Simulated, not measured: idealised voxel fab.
The following is a process module called voxel lift off.
This is section cut - it's 285 nm across, gridded in 5 nm square cells.
How to read a cross-section here: the picture is a grid of square cells, written as bands going from the top down, and any band can span one or more rows of cells. Each band's line starts with the height of the band's top and of its bottom, in nm. Then come its materials from left to right, each with its width in nm. One material with "all across" fills the band from edge to edge. "air" is empty space. Height 0 is the level under which the wafer as received is all one material. The lowest band goes on downwards, as in "0..down". Quick explanation for "30->40": the width changes in equal steps down the rows of cells, from the first number in the band's top row to the second number in its bottom row. "changes: none" means the step left every cell of the cross-section as it was. Basically, "Closed void roster" tells you about the enclosed voids: empty spaces with no open way to the top, 8 cells or bigger, each written width x height at distance, where distance is from the left edge, all in nm. Post-settings text on a step line: simulator's own remark regarding the step. overlay nm: for a step with a mask, the amount by which the mask lay right of where it was planned; a negative amount means left of it.
## So here's the lineup of process steps we planned
1) RECEIVE (material Si)
2) CONFORMAL_DEP (material Al2O3; thk nm 15)
3) PATTERN (tone open; mask id LINES; material resist; width nm 20; pitch nm 40; thk nm 30; overlay nm 0)
4) DIRECTIONAL_DEP (material Ru; thk nm 15)
5) STRIP (etch materials resist)
6) CONFORMAL_DEP (material SiO2; thk nm 5)
## Incoming wafer, cross-sectional view, post step 1
	0..down | Si all across
	Closed void roster: none
## End-of-module cross-section of the first of two wafers, processed as planned
	35..30 | air: 65 | SiO2: 30 | air: 10 | SiO2: 30 | air: 10 | SiO2: 30 | air: 10 | SiO2: 30 | air: 70
	30..20 | air: 65 | SiO2: 5 | Ru: 20 | SiO2: 5 | air: 10 | SiO2: 5 | Ru: 20 | SiO2: 5 | air: 10 | SiO2: 5 | Ru: 20 | SiO2: 5 | air: 10 | SiO2: 5 | Ru: 20 | SiO2: 5 | air: 70
	20..15 | SiO2: 70 | Ru: 20 | SiO2: 20 | Ru: 20 | SiO2: 20 | Ru: 20 | SiO2: 20 | Ru: 20 | SiO2: 75
	15..0 | Al2O3 all across
	0..down | Si all across
	Closed void roster: none
## Wafer two, sectioned after the module: the first wafer's start, the first wafer's plan, and one mistake in how it was run
	20..15 | air: 65 | SiO2: 30 | air: 10 | SiO2: 30 | air: 10 | SiO2: 30 | air: 10 | SiO2: 30 | air: 70
	15..5 | air: 65 | SiO2: 5 | Ru: 20 | SiO2: 5 | air: 10 | SiO2: 5 | Ru: 20 | SiO2: 5 | air: 10 | SiO2: 5 | Ru: 20 | SiO2: 5 | air: 10 | SiO2: 5 | Ru: 20 | SiO2: 5 | air: 70
	5..0 | SiO2: 70 | Ru: 20 | SiO2: 20 | Ru: 20 | SiO2: 20 | Ru: 20 | SiO2: 20 | Ru: 20 | SiO2: 75
	0..down | Si all across
	Closed void roster: none
Here's what went sideways: step 2 of the plan was excluded from execution and never run
at the end the second wafer has, in cells: -171 Al2O3
